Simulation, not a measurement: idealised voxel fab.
The document below concerns the process module designated voxel gate over fins.
The cross-section on display is named cut; it measures 240 nm wide, and its cells are 5 nm squares.
Cross-sections here: square-cell grids, written as top-down lists of bands, a band being one or more rows of cells. First you get the band's top height and its bottom height, in nm, and then the materials it's made of, left to right, with each width in nm. If you see a single material with "edge to edge", that one covers the band edge to edge. "empty" is empty space. Heights from 0 (as-received wafer is one material below). Bottom band endless downward, as "0..down". Note: "30..40" means the width goes from the first number (top row of the band) to the second number (bottom row) in equal steps per row of cells. A step reported as "no modification" is a step in which no cell of the cross-section changed. "Voids, sealed" specifies each empty space that is not open to the top and that occupies no fewer than 8 cells, using the form width x height at distance, the distance measured from the left edge and all three quantities in nm. Anything after a step's settings on that line? It's the simulator's own note about the step. overlay nm: mask right of planned place by this much (step with mask). Neg. = left.

Process steps foreseen in the plan:
1: RECEIVE | material Si
2: CONFORMAL_DEP | material SiN | thk nm 5
3: PATTERN | tone cover | mask id FINS | material resist | width nm 15 | pitch nm 60 | thk nm 20 | overlay nm 0
4: DIRECTIONAL_ETCH | etch materials SiN | depth nm 5
5: DIRECTIONAL_ETCH | etch materials Si | depth nm 35
6: STRIP | etch materials resist
7: OXIDIZE | depth nm 5
8: FILL_DEP | material SiO2 | thk nm 15
9: CMP | height nm 5
10: MASKED_ETCH | tone open | mask id RAIL | width nm 15 | etch materials SiO2 | depth nm 35 | overlay nm 0
11: CONFORMAL_DEP | material TiN | thk nm 5
12: FILL_DEP | material W | thk nm 5
13: CMP | height nm 5
14: SELECTIVE_ETCH | etch materials W Ru TiN | depth nm 30
15: FILL_DEP | material SiO2 | thk nm 5
16: CMP | height nm 5
17: SELECTIVE_ETCH | etch materials SiO2 | depth nm 20
18: STRIP | etch materials SiN
19: CONFORMAL_DEP | material HfO2 | thk nm 5
20: CONFORMAL_DEP | material TiN | thk nm 5
21: CONFORMAL_DEP | material TiAl | thk nm 5
22: CONFORMAL_DEP | material TiN | thk nm 5
23: FILL_DEP | material W | thk nm 15
24: CMP | height nm 30
25: CONFORMAL_DEP | material SiCN | thk nm 5

The first of two wafers, run as planned:

Cross-section of the wafer at receipt, which is the condition after step 1:
  0..down: Si edge to edge
  Voids, sealed: none

The wafer in cross-section once step 2 is complete:
  5..0: SiN edge to edge
  Unchanged below 0.

The wafer in cross-section once step 3 is complete:
  25..5: empty=80, then resist=15, then empty=45, then resist=15, then empty=85
  Unchanged below 5.

The wafer in cross-section once step 4 is complete:
  25..5: empty=80, then resist=15, then empty=45, then resist=15, then empty=85
  5..0: empty=80, then SiN=15, then empty=45, then SiN=15, then empty=85
  Unchanged below 0.

The wafer in cross-section once step 5 is complete:
  25..5: empty=80, then resist=15, then empty=45, then resist=15, then empty=85
  5..0: empty=80, then SiN=15, then empty=45, then SiN=15, then empty=85
  0..-35: empty=80, then Si=15, then empty=45, then Si=15, then empty=85
  Unchanged below -35.

The wafer in cross-section once step 6 is complete:
  5..0: empty=80, then SiN=15, then empty=45, then SiN=15, then empty=85
  Unchanged below 0.

The wafer in cross-section once step 7 is complete:
  5..0: empty=80, then SiN=15, then empty=45, then SiN=15, then empty=85
  0..-35: empty=80, then SiO2=5, then Si=5, then SiO2=5, then empty=45, then SiO2=5, then Si=5, then SiO2=5, then empty=85
  -35..-40: SiO2=85, then Si=5, then SiO2=55, then Si=5, then SiO2=90
  Unchanged below -40.

The wafer in cross-section once step 8 is complete:
  20..5: SiO2 edge to edge
  5..0: SiO2=80, then SiN=15, then SiO2=45, then SiN=15, then SiO2=85
  0..-40: SiO2=85, then Si=5, then SiO2=55, then Si=5, then SiO2=90
  Unchanged below -40.

The wafer in cross-section once step 9 is complete:
  5..0: SiO2=80, then SiN=15, then SiO2=45, then SiN=15, then SiO2=85
  Unchanged below 0.

The wafer in cross-section once step 10 is complete:
  5..0: SiO2=80, then SiN=15, then SiO2=15, then empty=15, then SiO2=15, then SiN=15, then SiO2=85
  0..-30: SiO2=85, then Si=5, then SiO2=20, then empty=15, then SiO2=20, then Si=5, then SiO2=90
  Unchanged below -30.

The wafer in cross-section once step 11 is complete:
  10..5: TiN=115, then empty=5, then TiN=120
  5..0: SiO2=80, then SiN=15, then SiO2=15, then TiN=5, then empty=5, then TiN=5, then SiO2=15, then SiN=15, then SiO2=85
  0..-25: SiO2=85, then Si=5, then SiO2=20, then TiN=5, then empty=5, then TiN=5, then SiO2=20, then Si=5, then SiO2=90
  -25..-30: SiO2=85, then Si=5, then SiO2=20, then TiN=15, then SiO2=20, then Si=5, then SiO2=90
  Unchanged below -30.

The wafer in cross-section once step 12 is complete:
  15..10: W edge to edge
  10..5: TiN=115, then W=5, then TiN=120
  5..0: SiO2=80, then SiN=15, then SiO2=15, then TiN=5, then W=5, then TiN=5, then SiO2=15, then SiN=15, then SiO2=85
  0..-25: SiO2=85, then Si=5, then SiO2=20, then TiN=5, then W=5, then TiN=5, then SiO2=20, then Si=5, then SiO2=90
  Unchanged below -25.

The wafer in cross-section once step 13 is complete:
  5..0: SiO2=80, then SiN=15, then SiO2=15, then TiN=5, then W=5, then TiN=5, then SiO2=15, then SiN=15, then SiO2=85
  Unchanged below 0.

The wafer in cross-section once step 14 is complete:
  5..0: SiO2=80, then SiN=15, then SiO2=15, then empty=15, then SiO2=15, then SiN=15, then SiO2=85
  0..-25: SiO2=85, then Si=5, then SiO2=20, then empty=15, then SiO2=20, then Si=5, then SiO2=90
  Unchanged below -25.

The wafer in cross-section once step 15 is complete:
  10..5: SiO2 edge to edge
  5..0: SiO2=80, then SiN=15, then SiO2=45, then SiN=15, then SiO2=85
  0..-25: SiO2=85, then Si=5, then SiO2=55, then Si=5, then SiO2=90
  Unchanged below -25.

The wafer in cross-section once step 16 is complete:
  5..0: SiO2=80, then SiN=15, then SiO2=45, then SiN=15, then SiO2=85
  Unchanged below 0.

The wafer in cross-section once step 17 is complete:
  5..0: empty=80, then SiN=15, then empty=45, then SiN=15, then empty=85
  0..-15: empty=85, then Si=5, then empty=55, then Si=5, then empty=90
  Unchanged below -15.

The wafer in cross-section once step 18 is complete:
  0..-15: empty=85, then Si=5, then empty=55, then Si=5, then empty=90
  Unchanged below -15.

The wafer in cross-section once step 19 is complete:
  5..0: empty=80, then HfO2=15, then empty=45, then HfO2=15, then empty=85
  0..-10: empty=80, then HfO2=5, then Si=5, then HfO2=5, then empty=45, then HfO2=5, then Si=5, then HfO2=5, then empty=85
  -10..-15: HfO2=85, then Si=5, then HfO2=55, then Si=5, then HfO2=90
  Unchanged below -15.

The wafer in cross-section once step 20 is complete:
  10..5: empty=75, then TiN=25, then empty=35, then TiN=25, then empty=80
  5..0: empty=75, then TiN=5, then HfO2=15, then TiN=5, then empty=35, then TiN=5, then HfO2=15, then TiN=5, then empty=80
  0..-5: empty=75, then TiN=5, then HfO2=5, then Si=5, then HfO2=5, then TiN=5, then empty=35, then TiN=5, then HfO2=5, then Si=5, then HfO2=5, then TiN=5, then empty=80
  -5..-10: TiN=80, then HfO2=5, then Si=5, then HfO2=5, then TiN=45, then HfO2=5, then Si=5, then HfO2=5, then TiN=85
  Unchanged below -10.

The wafer in cross-section once step 21 is complete:
  15..10: empty=70, then TiAl=35, then empty=25, then TiAl=35, then empty=75
  10..5: empty=70, then TiAl=5, then TiN=25, then TiAl=5, then empty=25, then TiAl=5, then TiN=25, then TiAl=5, then empty=75
  5..0: empty=70, then TiAl=5, then TiN=5, then HfO2=15, then TiN=5, then TiAl=5, then empty=25, then TiAl=5, then TiN=5, then HfO2=15, then TiN=5, then TiAl=5, then empty=75
  0..-5: TiAl=75, then TiN=5, then HfO2=5, then Si=5, then HfO2=5, then TiN=5, then TiAl=35, then TiN=5, then HfO2=5, then Si=5, then HfO2=5, then TiN=5, then TiAl=80
  Unchanged below -5.

The wafer in cross-section once step 22 is complete:
  20..15: empty=65, then TiN=45, then empty=15, then TiN=45, then empty=70
  15..10: empty=65, then TiN=5, then TiAl=35, then TiN=5, then empty=15, then TiN=5, then TiAl=35, then TiN=5, then empty=70
  10..5: empty=65, then TiN=5, then TiAl=5, then TiN=25, then TiAl=5, then TiN=5, then empty=15, then TiN=5, then TiAl=5, then TiN=25, then TiAl=5, then TiN=5, then empty=70
  5..0: TiN=70, then TiAl=5, then TiN=5, then HfO2=15, then TiN=5, then TiAl=5, then TiN=25, then TiAl=5, then TiN=5, then HfO2=15, then TiN=5, then TiAl=5, then TiN=75
  Unchanged below 0.

The wafer in cross-section once step 23 is complete:
  35..20: W edge to edge
  20..15: W=65, then TiN=45, then W=15, then TiN=45, then W=70
  15..10: W=65, then TiN=5, then TiAl=35, then TiN=5, then W=15, then TiN=5, then TiAl=35, then TiN=5, then W=70
  10..5: W=65, then TiN=5, then TiAl=5, then TiN=25, then TiAl=5, then TiN=5, then W=15, then TiN=5, then TiAl=5, then TiN=25, then TiAl=5, then TiN=5, then W=70
  Unchanged below 5.

The wafer in cross-section once step 24 is complete:
  30..20: W edge to edge
  Unchanged below 20.

The wafer in cross-section once step 25 is complete:
  35..30: SiCN edge to edge
  Unchanged below 30.

It is to be noted that the second wafer proceeded from the same initial state and according to the same plan as the first, although one mistake was committed in its execution; through step 14, inclusive, the two wafers share an identical history:

Planned end of step 15: second wafer, cross-section:
  10..5: Ru edge to edge
  5..0: SiO2=80, then SiN=15, then SiO2=15, then Ru=15, then SiO2=15, then SiN=15, then SiO2=85
  0..-25: SiO2=85, then Si=5, then SiO2=20, then Ru=15, then SiO2=20, then Si=5, then SiO2=90
  Unchanged below -25.

Planned end of step 16: second wafer, cross-section:
  5..0: SiO2=80, then SiN=15, then SiO2=15, then Ru=15, then SiO2=15, then SiN=15, then SiO2=85
  Unchanged below 0.

Planned end of step 17: second wafer, cross-section:
  5..0: empty=80, then SiN=15, then empty=15, then Ru=15, then empty=15, then SiN=15, then empty=85
  0..-15: empty=85, then Si=5, then empty=20, then Ru=15, then empty=20, then Si=5, then empty=90
  Unchanged below -15.

Planned end of step 18: second wafer, cross-section:
  5..0: empty=110, then Ru=15, then empty=115
  Unchanged below 0.

Planned end of step 19: second wafer, cross-section:
  10..5: empty=105, then HfO2=25, then empty=110
  5..0: empty=80, then HfO2=15, then empty=10, then HfO2=5, then Ru=15, then HfO2=5, then empty=10, then HfO2=15, then empty=85
  0..-10: empty=80, then HfO2=5, then Si=5, then HfO2=5, then empty=10, then HfO2=5, then Ru=15, then HfO2=5, then empty=10, then HfO2=5, then Si=5, then HfO2=5, then empty=85
  -10..-15: HfO2=85, then Si=5, then HfO2=20, then Ru=15, then HfO2=20, then Si=5, then HfO2=90
  Unchanged below -15.

Planned end of step 20: second wafer, cross-section:
  15..10: empty=100, then TiN=35, then empty=105
  10..5: empty=75, then TiN=30, then HfO2=25, then TiN=30, then empty=80
  5..0: empty=75, then TiN=5, then HfO2=15, then TiN=10, then HfO2=5, then Ru=15, then HfO2=5, then TiN=10, then HfO2=15, then TiN=5, then empty=80
  0..-5: empty=75, then TiN=5, then HfO2=5, then Si=5, then HfO2=5, then TiN=10, then HfO2=5, then Ru=15, then HfO2=5, then TiN=10, then HfO2=5, then Si=5, then HfO2=5, then TiN=5, then empty=80
  -5..-10: TiN=80, then HfO2=5, then Si=5, then HfO2=5, then TiN=10, then HfO2=5, then Ru=15, then HfO2=5, then TiN=10, then HfO2=5, then Si=5, then HfO2=5, then TiN=85
  Unchanged below -10.

Planned end of step 21: second wafer, cross-section:
  20..15: empty=95, then TiAl=45, then empty=100
  15..10: empty=70, then TiAl=30, then TiN=35, then TiAl=30, then empty=75
  10..5: empty=70, then TiAl=5, then TiN=30, then HfO2=25, then TiN=30, then TiAl=5, then empty=75
  5..0: empty=70, then TiAl=5, then TiN=5, then HfO2=15, then TiN=10, then HfO2=5, then Ru=15, then HfO2=5, then TiN=10, then HfO2=15, then TiN=5, then TiAl=5, then empty=75
  0..-5: TiAl=75, then TiN=5, then HfO2=5, then Si=5, then HfO2=5, then TiN=10, then HfO2=5, then Ru=15, then HfO2=5, then TiN=10, then HfO2=5, then Si=5, then HfO2=5, then TiN=5, then TiAl=80
  Unchanged below -5.

Planned end of step 22: second wafer, cross-section:
  25..20: empty=90, then TiN=55, then empty=95
  20..15: empty=65, then TiN=30, then TiAl=45, then TiN=30, then empty=70
  15..10: empty=65, then TiN=5, then TiAl=30, then TiN=35, then TiAl=30, then TiN=5, then empty=70
  10..5: empty=65, then TiN=5, then TiAl=5, then TiN=30, then HfO2=25, then TiN=30, then TiAl=5, then TiN=5, then empty=70
  5..0: TiN=70, then TiAl=5, then TiN=5, then HfO2=15, then TiN=10, then HfO2=5, then Ru=15, then HfO2=5, then TiN=10, then HfO2=15, then TiN=5, then TiAl=5, then TiN=75
  Unchanged below 0.

Planned end of step 23: second wafer, cross-section:
  40..25: W edge to edge
  25..20: W=90, then TiN=55, then W=95
  20..15: W=65, then TiN=30, then TiAl=45, then TiN=30, then W=70
  15..10: W=65, then TiN=5, then TiAl=30, then TiN=35, then TiAl=30, then TiN=5, then W=70
  10..5: W=65, then TiN=5, then TiAl=5, then TiN=30, then HfO2=25, then TiN=30, then TiAl=5, then TiN=5, then W=70
  Unchanged below 5.

Planned end of step 24: second wafer, cross-section:
  30..25: W edge to edge
  Unchanged below 25.

Planned end of step 25: second wafer, cross-section:
  35..30: SiCN edge to edge
  Unchanged below 30.
Here's what went sideways: step 15 ran with different settings than intended, the actual operation and settings being FILL_DEP | material Ru | thk nm 5
Per the end-of-run cell counts, the second wafer holds more or fewer of some materials than the first: HfO2 +8; Ru +18; SiO2 -6; TiAl -4; TiN +4; W -20
